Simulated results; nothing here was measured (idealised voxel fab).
Herein follows the process module entitled voxel gate over fins.
The figure presents cross-section cut, which has a width of 220 nm and is divided into square cells with an edge length of 5 nm.
A cross-section is written here as square cells arranged in a grid, and it is given in bands from the top down, each band taking up one or more rows of cells.
Per band: top height and bottom height in nm, followed by the left-to-right materials and their widths in nm; "all across" marks a single material spanning edge to edge, "empty" marks empty space.
For the purposes of this specification, 0 denotes the height below which the wafer in its as-received condition is composed wholly of one material, and the lowermost band, lacking a lower limit, extends downward without end, as expressed in "0 down".
Graded width ("30->40"): value in top row of band = first number; value in bottom row = second number; row-to-row change constant.
The cross-section has no changed cell in any step marked "identical to before".
So "Encapsulated voids" is basically the list of trapped voids: any empty space of 8 cells or more that can't reach the top through an opening. They're written width x height at distance, the distance being from the left edge, and it's all nm.
Anything after a step's settings on that line? It's the simulator's own note about the step.
Regarding "overlay nm": on a step with a mask, it is the distance the mask lay to the right of its planned place; a negative value places it to the left.

[Set out below are the planned steps of the process]
1,RECEIVE [material Si]
2,CONFORMAL_DEP [material SiN] [thk nm 10]
3,PATTERN [tone cover] [mask id FINS] [material resist] [width nm 15] [pitch nm 55] [thk nm 15] [overlay nm 0]
4,DIRECTIONAL_ETCH [etch materials SiN] [depth nm 10]
5,DIRECTIONAL_ETCH [etch materials Si] [depth nm 30]
6,STRIP [etch materials resist]
7,FILL_DEP [material SiO2] [thk nm 5]
8,CMP [height nm 10]
9,PATTERN [tone open] [mask id RAIL] [material resist] [width nm 15] [thk nm 20] [overlay nm 0]
10,DIRECTIONAL_ETCH [etch materials SiO2] [depth nm 35]
11,STRIP [etch materials resist]
12,CONFORMAL_DEP [material TiN] [thk nm 5]
13,FILL_DEP [material W] [thk nm 5]
14,CMP [height nm 10]
15,SELECTIVE_ETCH [etch materials W Ru TiN] [depth nm 30]
16,FILL_DEP [material SiO2] [thk nm 5]
17,CMP [height nm 10]
18,SELECTIVE_ETCH [etch materials SiO2] [depth nm 20]
19,STRIP [etch materials SiN]
20,CONFORMAL_DEP [material HfO2] [thk nm 5]
21,CONFORMAL_DEP [material TiN] [thk nm 5]
22,FILL_DEP [material W] [thk nm 15]
23,CMP [height nm 20]
24,CONFORMAL_DEP [material SiCN] [thk nm 10]

[Incoming wafer, cross-sectional view, post step 1]
    0 down | Si all across
    Encapsulated voids: none

[Here's the wafer cut in cross-section after the module, started and planned just like above, except one thing was done wrong in the run]
    25 to 15 | SiCN all across
    15 to 10 | W all across
    10 to 5 | W 35 nm | TiN 35 nm | W 20 nm | TiN 35 nm | W 20 nm | TiN 35 nm | W 40 nm
    5 to 0 | W 35 nm | TiN 5 nm | HfO2 25 nm | TiN 5 nm | W 20 nm | TiN 5 nm | HfO2 25 nm | TiN 5 nm | W 20 nm | TiN 5 nm | HfO2 25 nm | TiN 5 nm | W 40 nm
    0 to -5 | TiN 40 nm | HfO2 5 nm | Si 15 nm | HfO2 5 nm | TiN 30 nm | HfO2 5 nm | Si 15 nm | HfO2 5 nm | TiN 30 nm | HfO2 5 nm | Si 15 nm | HfO2 5 nm | TiN 45 nm
    -5 to -10 | HfO2 45 nm | Si 15 nm | HfO2 40 nm | Si 15 nm | HfO2 40 nm | Si 15 nm | HfO2 50 nm
    -10 to -20 | SiO2 45 nm | Si 15 nm | SiO2 40 nm | Si 15 nm | SiO2 40 nm | Si 15 nm | SiO2 50 nm
    -20 to -25 | SiO2 45 nm | Si 15 nm | SiO2 10 nm | TiN 15 nm | SiO2 15 nm | Si 15 nm | SiO2 40 nm | Si 15 nm | SiO2 50 nm
    -25 to -30 | SiO2 45 nm | Si 15 nm | SiO2 40 nm | Si 15 nm | SiO2 40 nm | Si 15 nm | SiO2 50 nm
    -30 down | Si all across
    Encapsulated voids: none
What was done differently from what was planned? step 23 ran with different settings than intended, the actual operation and settings being CMP [height nm 15]
